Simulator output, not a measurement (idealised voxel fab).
process module | voxel gate over fins
The width of the displayed cross-section, cut, is 255 nm; its cells are square, with a size of 5 nm.
Think of the cross-section as a grid of square cells. We describe it in bands, top to bottom, and each band covers one or more rows of those cells. It is stipulated that each band's entry specify, in nanometres, the height of the top of the band and then that of its bottom, followed by the materials of the band in left-to-right sequence, each together with its width in nanometres. A single material marked by the word "edge to edge" is understood to fill the band from edge to edge; the word "blank" is understood to denote empty space. Where do heights start? At 0: under that level the wafer as delivered is made of one material only. And the lowest band has no floor; it just carries on downward, as in "0 and below". Graded width ("30..40"): value in top row of band = first number; value in bottom row = second number; row-to-row change constant. Basically "no change" means that step didn't change any cell in the cross-section. Listed in "Closed internal voids": every empty space of 8 or more cells without an open way to the top. Form: width x height at distance, the distance being from the left edge, all in nm. after a step's settings: what the simulator itself notes on the step. "overlay nm", when on a step's line for a step with a mask, measures how far to the right of its planned place the mask lay; a negative measure means to the left.

THE PROCESS STEPS THAT WERE PLANNED ARE LISTED BELOW
| 1 | RECEIVE,material Si |
| 2 | CONFORMAL_DEP,material SiN,thk nm 10 |
| 3 | PATTERN,tone cover,mask id FINS,material resist,width nm 15,pitch nm 35,thk nm 15,overlay nm 0 |
| 4 | DIRECTIONAL_ETCH,etch materials SiN,depth nm 10 |
| 5 | DIRECTIONAL_ETCH,etch materials Si,depth nm 30 |
| 6 | STRIP,etch materials resist |
| 7 | FILL_DEP,material SiO2,thk nm 5 |
| 8 | CMP,height nm 10 |
| 9 | SELECTIVE_ETCH,etch materials SiO2,depth nm 25 |
| 10 | STRIP,etch materials SiN |
| 11 | CONFORMAL_DEP,material HfO2,thk nm 5 |
| 12 | CONFORMAL_DEP,material TiN,thk nm 5 |
| 13 | CONFORMAL_DEP,material TiAl,thk nm 5 |
| 14 | CONFORMAL_DEP,material TiN,thk nm 5 |
| 15 | FILL_DEP,material W,thk nm 15 |
| 16 | CMP,height nm 30 |
| 17 | CONFORMAL_DEP,material SiN,thk nm 10 |

RECEIVED-STATE CROSS-SECTION, REFLECTING COMPLETION OF STEP 1
> 0 and below | Si edge to edge
> Closed internal voids: none

MODULE COMPLETE - CROSS-SECTION OF THE FIRST OF TWO WAFERS, RUN ACCORDING TO PLAN
> 40 down to 30 | SiN edge to edge
> 30 down to 20 | W edge to edge
> 20 down to 15 | W: 45  TiN: 160  W: 50
> 15 down to 10 | W: 45  TiN: 5  TiAl: 150  TiN: 5  W: 50
> 10 down to 5 | W: 45  TiN: 5  TiAl: 5  TiN: 140  TiAl: 5  TiN: 5  W: 50
> 5 down to 0 | TiN: 50  TiAl: 5  TiN: 5  HfO2: 25  TiN: 10  HfO2: 25  TiN: 10  HfO2: 25  TiN: 10  HfO2: 25  TiN: 5  TiAl: 5  TiN: 55
> 0 down to -5 | TiAl: 55  TiN: 5  HfO2: 5  Si: 15  HfO2: 5  TiN: 10  HfO2: 5  Si: 15  HfO2: 5  TiN: 10  HfO2: 5  Si: 15  HfO2: 5  TiN: 10  HfO2: 5  Si: 15  HfO2: 5  TiN: 5  TiAl: 60
> -5 down to -10 | TiN: 60  HfO2: 5  Si: 15  HfO2: 5  TiN: 10  HfO2: 5  Si: 15  HfO2: 5  TiN: 10  HfO2: 5  Si: 15  HfO2: 5  TiN: 10  HfO2: 5  Si: 15  HfO2: 5  TiN: 65
> -10 down to -15 | HfO2: 65  Si: 15  HfO2: 20  Si: 15  HfO2: 20  Si: 15  HfO2: 20  Si: 15  HfO2: 70
> -15 down to -30 | SiO2: 65  Si: 15  SiO2: 20  Si: 15  SiO2: 20  Si: 15  SiO2: 20  Si: 15  SiO2: 70
> -30 and below | Si edge to edge
> Closed internal voids: none

WAFER TWO, END OF MODULE, CROSS-SECTION. SAME START, SAME PLAN AS WAFER ONE. ONE MISTAKE IN THE RUN
> 40 down to 30 | SiN edge to edge
> 30 down to 20 | W edge to edge
> 20 down to 15 | W: 45  TiN: 165  W: 45
> 15 down to 10 | W: 45  TiN: 5  TiAl: 155  TiN: 5  W: 45
> 10 down to 5 | W: 45  TiN: 5  TiAl: 5  TiN: 145  TiAl: 5  TiN: 5  W: 45
> 5 down to 0 | TiN: 50  TiAl: 5  TiN: 5  HfO2: 30  TiN: 5  HfO2: 30  TiN: 5  HfO2: 30  TiN: 5  HfO2: 30  TiN: 5  TiAl: 5  TiN: 50
> 0 down to -5 | TiAl: 55  TiN: 5  HfO2: 5  Si: 20  HfO2: 5  TiN: 5  HfO2: 5  Si: 20  HfO2: 5  TiN: 5  HfO2: 5  Si: 20  HfO2: 5  TiN: 5  HfO2: 5  Si: 20  HfO2: 5  TiN: 5  TiAl: 55
> -5 down to -10 | TiN: 60  HfO2: 5  Si: 20  HfO2: 5  TiN: 5  HfO2: 5  Si: 20  HfO2: 5  TiN: 5  HfO2: 5  Si: 20  HfO2: 5  TiN: 5  HfO2: 5  Si: 20  HfO2: 5  TiN: 60
> -10 down to -15 | HfO2: 65  Si: 20  HfO2: 15  Si: 20  HfO2: 15  Si: 20  HfO2: 15  Si: 20  HfO2: 65
> -15 down to -30 | SiO2: 65  Si: 20  SiO2: 15  Si: 20  SiO2: 15  Si: 20  SiO2: 15  Si: 20  SiO2: 65
> -30 and below | Si edge to edge
> Closed internal voids: none
Here's what went sideways: step 3 was not run as planned; what actually ran was PATTERN,tone cover,mask id FINS,material resist,width nm 20,pitch nm 35,thk nm 15,overlay nm 0
In the final state, the cell counts of the second wafer exceed or fall short of those of the first for the following materials: 24 more of Si; 12 fewer of SiO2; 9 fewer of TiN; 3 fewer of W
